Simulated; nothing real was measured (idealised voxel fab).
Presented below is a process module, voxel capacitor over wiring.
For reference, the cross-section in this document is cut, with width 290 nm and square cells of 5 nm.
Cross-section layout: square cells on a grid; listed as bands, top to bottom; a band spans one or more cell rows.
Top, bottom (nm), then materials left to right with widths (nm); lone material tagged "edge to edge" fills the whole band edge to edge; "air" = empty space.
Heights are measured from 0, the level below which the as-received wafer is all one material; the lowest band has no bottom and continues downward, written as in "0 down".
A two-number width, for instance "30..40", indicates that the width is equal to the first number in the top row of the band and to the second number in the bottom row, and that it changes by a constant amount per row of cells.
You'll sometimes find "remained the same" written for a step, and that's the way of saying that nowhere in the cross-section did a cell change during that step.
Enclosed voids: empty space of 8 cells or more with no open way to the top, each as width x height at its distance from the left edge, in nm
What comes after the settings on a step's line is commentary from the simulator itself on that step.
"overlay nm" answers the question of how far to the right of plan the mask lay on a step that has a mask, and when it is negative the answer is to the left.

-- Planned process steps
1) RECEIVE,material Si
2) CONFORMAL_DEP,material SiO2,thk nm 10
3) DIRECTIONAL_DEP,material TiN,thk nm 5
4) DIRECTIONAL_DEP,material Ru,thk nm 25
5) PATTERN,tone cover,mask id METAL_1,material resist,width nm 25,pitch nm 95,thk nm 15,overlay nm 0
6) DIRECTIONAL_ETCH,etch materials Ru,depth nm 25
7) DIRECTIONAL_ETCH,etch materials TiN,depth nm 5
8) STRIP,etch materials resist
9) CONFORMAL_DEP,material SiCN,thk nm 5
10) FILL_DEP,material SiO2,thk nm 10
11) CMP,height nm 40
12) CONFORMAL_DEP,material SiCN,thk nm 5
13) DIRECTIONAL_DEP,material SiO2,thk nm 15
14) MASKED_ETCH,tone open,mask id PLUG_1,width nm 15,etch materials SiO2,depth nm 15,overlay nm 0
15) MASKED_ETCH,tone open,mask id PLUG_1,width nm 15,etch materials SiCN,depth nm 5,overlay nm 0
16) CONFORMAL_DEP,material TiN,thk nm 5
17) FILL_DEP,material W,thk nm 5
18) CMP,height nm 60
19) DIRECTIONAL_DEP,material TiN,thk nm 5
20) DIRECTIONAL_DEP,material SiN,thk nm 5
21) DIRECTIONAL_DEP,material TiN,thk nm 5
22) DIRECTIONAL_DEP,material aC,thk nm 10
23) PATTERN,tone cover,mask id UPPER_PLATE,material resist,width nm 75,thk nm 25,overlay nm 0
24) DIRECTIONAL_ETCH,etch materials aC,depth nm 10
25) STRIP,etch materials resist
26) DIRECTIONAL_ETCH,etch materials TiN,depth nm 5
27) DIRECTIONAL_ETCH,etch materials SiN,depth nm 5
28) STRIP,etch materials aC
29) MASKED_ETCH,tone cover,mask id LOWER_PLATE,width nm 85,etch materials TiN,depth nm 5,overlay nm 0
30) FILL_DEP,material SiO2,thk nm 15
31) CMP,height nm 85
32) DIRECTIONAL_DEP,material aC,thk nm 15
33) PATTERN,tone open,mask id PLUG_2,material resist,width nm 15,thk nm 30,overlay nm 0
34) DIRECTIONAL_ETCH,etch materials aC,depth nm 15
35) STRIP,etch materials resist
36) DIRECTIONAL_ETCH,etch materials SiO2,depth nm 10
37) STRIP,etch materials aC
38) CONFORMAL_DEP,material TiN,thk nm 5
39) FILL_DEP,material W,thk nm 5
40) CMP,height nm 85
41) CONFORMAL_DEP,material SiN,thk nm 5
It is noted that the wafers described herein are identical at the outset and are distinguished by the width nm of step 33; the value stated in the plan corresponds to the first wafer.

-- Cross-section of the first of several wafers on receipt, reflecting completion of step 1
    0 down  Si edge to edge
    Enclosed voids: none

-- Cross-section after step 41, the final step of the module, for the first of several wafers
    90 to 85  SiN edge to edge
    85 to 80  SiO2 105  TiN 5  W 5  TiN 5  SiO2 170
    80 to 70  SiO2 105..95  TiN 15..75  SiO2 170..120
    70 to 65  SiO2 95  SiN 75  SiO2 120
    65 to 60  SiO2 90  TiN 85  SiO2 115
    60 to 45  SiO2 95  TiN 5  W 5  TiN 5  SiO2 180
    45 to 40  SiCN 95  TiN 15  SiCN 180
    40 to 15  SiO2 80  SiCN 5  Ru 25  SiCN 5  SiO2 60  SiCN 5  Ru 25  SiCN 5  SiO2 80
    15 to 10  SiCN 85  TiN 25  SiCN 70  TiN 25  SiCN 85
    10 to 0  SiO2 edge to edge
    0 down  Si edge to edge
    Enclosed voids: none

-- Final wafer of several, shown in cross-section at the end of the module
    90 to 85  SiN edge to edge
    85 to 80  SiO2 100  TiN 5  W 20  TiN 5  SiO2 160
    80 to 70  SiO2 100..95  TiN 30..75  SiO2 160..120
    70 to 65  SiO2 95  SiN 75  SiO2 120
    65 to 60  SiO2 90  TiN 85  SiO2 115
    60 to 45  SiO2 95  TiN 5  W 5  TiN 5  SiO2 180
    45 to 40  SiCN 95  TiN 15  SiCN 180
    40 to 15  SiO2 80  SiCN 5  Ru 25  SiCN 5  SiO2 60  SiCN 5  Ru 25  SiCN 5  SiO2 80
    15 to 10  SiCN 85  TiN 25  SiCN 70  TiN 25  SiCN 85
    10 to 0  SiO2 edge to edge
    0 down  Si edge to edge
    Enclosed voids: none

-- Gained (+) or lost (-) cells of each material since receipt, then closed voids: one row per wafer, at the end of the module
width nm 15, +50 Ru, +123 SiCN, +73 SiN, +738 SiO2, +56 TiN, +4 W, Enclosed voids: none
width nm 20, +50 Ru, +123 SiCN, +73 SiN, +736 SiO2, +57 TiN, +5 W, Enclosed voids: none
width nm 25, +50 Ru, +123 SiCN, +73 SiN, +734 SiO2, +58 TiN, +6 W, Enclosed voids: none
width nm 30, +50 Ru, +123 SiCN, +73 SiN, +732 SiO2, +59 TiN, +7 W, Enclosed voids: none
